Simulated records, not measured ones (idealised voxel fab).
The document below concerns the process module designated voxel air gaps.
Displayed cross-section: cut, width of 245 nm, square cells sized 5 nm.
Throughout this document, each cross-section is represented as a grid of square cells and is presented as a sequence of bands enumerated from the top downward, where a band comprises one or more rows of cells. Heads up on the band format: heights come first, top then bottom, in nm. After that it's the materials left to right, each with its width in nm. A single material flagged "everywhere" fills the whole band edge to edge, and "air" means there's empty space there. Convention: height 0 is the level below which the wafer, as received, is all one material. The lowest band does not terminate at the bottom but continues downward, represented as "from 0 down". Think of "30 to 40" as a width that walks from the first number to the second as you go down the band, top row to bottom row, taking equal-sized steps from row to row. What does "remains unaltered" mean for a step? It means no cell of the cross-section changed in that step. The label "Sealed internal cavities" introduces a list of the empty spaces, 8 cells or larger, that have no open way up to the top; each entry in it reads width x height at distance, where the distance is taken from the left edge and all three are stated in nm. The remark found on a step's line after its settings is issued by the simulator itself and pertains to that step. The optional step-line setting "overlay nm" applies to steps with a mask and quantifies how far to the right of its planned location the mask lay, a negative value indicating leftward placement.

Process steps - plan:
step 1: RECEIVE, material Si
step 2: CONFORMAL_DEP, material SiO2, thk nm 15
step 3: CONFORMAL_DEP, material SiN, thk nm 5
step 4: DIRECTIONAL_DEP, material lowk, thk nm 30
step 5: DIRECTIONAL_DEP, material aC, thk nm 15
step 6: PATTERN, tone open, mask id LINES, material resist, width nm 25, pitch nm 55, thk nm 30, overlay nm 0
step 7: DIRECTIONAL_ETCH, etch materials aC, depth nm 15
step 8: STRIP, etch materials resist
step 9: DIRECTIONAL_ETCH, etch materials lowk, depth nm 30
step 10: STRIP, etch materials aC
step 11: CONFORMAL_DEP, material TiN, thk nm 5
step 12: FILL_DEP, material W, thk nm 10
step 13: CMP, height nm 50
step 14: EPI, material Ru, thk nm 10
step 15: SELECTIVE_ETCH, etch materials lowk, depth nm 40
step 16: CONFORMAL_DEP, material SiN, thk nm 5
Don't read the plan's thk nm for step 11 as applying to every wafer: that's the first wafer's value, and the wafers differ in it, though they all start identical.

Cross-section of the first of several wafers on receipt, reflecting completion of step 1:
    from 0 down: Si everywhere
    Sealed internal cavities: none

Rows = wafers. At module end, each row lists per material the cells gained (+) or lost (-) since the wafer was received, then the closed voids:
thk nm 5; +54 Ru; +170 SiN; +147 SiO2; +45 TiN; +45 W; Sealed internal cavities: 20 x 20 at 85; 20 x 20 at 140
thk nm 10; +54 Ru; +170 SiN; +147 SiO2; +78 TiN; +12 W; Sealed internal cavities: 20 x 20 at 85; 20 x 20 at 140
thk nm 15; +54 Ru; +170 SiN; +147 SiO2; +90 TiN; Sealed internal cavities: 20 x 20 at 85; 20 x 20 at 140
thk nm 20; +54 Ru; +170 SiN; +147 SiO2; +90 TiN; Sealed internal cavities: 20 x 20 at 85; 20 x 20 at 140
